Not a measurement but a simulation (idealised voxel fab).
Module name: voxel released beams (process module)
cross-section cut | 225 nm wide | cells 5 nm
Cross-section, as written here: a square-cell grid given band by band from the top down, where a band holds one or more rows of cells. For a band, the entry starts with two heights in nm, that of the top and then that of the bottom, and carries on with the band's materials in order from left to right, each alongside its width in nm; the word "throughout" beside a single material means it fills the band edge to edge, and "blank" means empty space. Measure heights from 0. That's the level where, below it, the as-received wafer is all one material. The lowest band is bottomless and extends downward; write it as in "0 and below". Read "30->40" as a graded width: first number on top, second number at the bottom, same change between each pair of neighbouring rows. "nothing altered" after a step means that no cell of the cross-section changed. "Fully enclosed voids" contains a list of empty spaces, each no smaller than 8 cells and without an open way to the top, written in the form width x height at distance with the distance from the left edge and all three in nm. On a step's line, text after the settings is the simulator commenting on that step. overlay nm: for a step with a mask, the amount by which the mask lay right of where it was planned; a negative amount means left of it.

The steps planned for the process are as follows:
1. RECEIVE | material Si
2. CONFORMAL_DEP | material Al2O3 | thk nm 10
3. DIRECTIONAL_DEP | material SiO2 | thk nm 20
4. DIRECTIONAL_DEP | material aC | thk nm 15
5. PATTERN | tone open | mask id ANCHOR | material resist | width nm 45 | thk nm 35 | overlay nm -15
6. DIRECTIONAL_ETCH | etch materials aC | depth nm 15
7. STRIP | etch materials resist
8. DIRECTIONAL_ETCH | etch materials SiO2 | depth nm 20
9. STRIP | etch materials aC
10. CONFORMAL_DEP | material polySi | thk nm 15
11. PATTERN | tone cover | mask id BEAM | material resist | width nm 120 | thk nm 20 | overlay nm 0
12. DIRECTIONAL_ETCH | etch materials polySi | depth nm 15
13. STRIP | etch materials resist
14. STRIP | etch materials SiO2
Don't read the plan's overlay nm for step 5 as applying to every wafer: that's the first wafer's value, and the wafers differ in it, though they all start identical.

As-received state after step 1, first of several wafers, cross-section:
  0 and below: Si throughout
  Fully enclosed voids: none

Post step 14, the closing step of the module: first of several wafers, cross-sectioned:
  45 down to 30: blank: 50, polySi: 5, blank: 15, polySi: 100, blank: 55
  30 down to 25: blank: 40, polySi: 15, blank: 15, polySi: 15, blank: 140
  25 down to 10: blank: 40, polySi: 45, blank: 140
  10 down to 0: Al2O3 throughout
  0 and below: Si throughout
  Fully enclosed voids: none

So this is the cross-section on the last wafer at the end of the module:
  45 down to 30: blank: 50, polySi: 35, blank: 15, polySi: 70, blank: 55
  30 down to 25: blank: 70, polySi: 15, blank: 15, polySi: 15, blank: 110
  25 down to 10: blank: 70, polySi: 45, blank: 110
  10 down to 0: Al2O3 throughout
  0 and below: Si throughout
  Fully enclosed voids: none

Every row in this table is a wafer at the end of the module, and it gives, for each of the materials, the cells that wafer has gained (+) or lost (-) since it was received, then its closed voids:
overlay nm -15; +90 Al2O3; +96 polySi; Fully enclosed voids: none
overlay nm -10; +90 Al2O3; +96 polySi; Fully enclosed voids: none
overlay nm -5; +90 Al2O3; +96 polySi; Fully enclosed voids: none
overlay nm 0; +90 Al2O3; +96 polySi; Fully enclosed voids: none
overlay nm 5; +90 Al2O3; +96 polySi; Fully enclosed voids: none
overlay nm 10; +90 Al2O3; +96 polySi; Fully enclosed voids: none
overlay nm 15; +90 Al2O3; +96 polySi; Fully enclosed voids: none
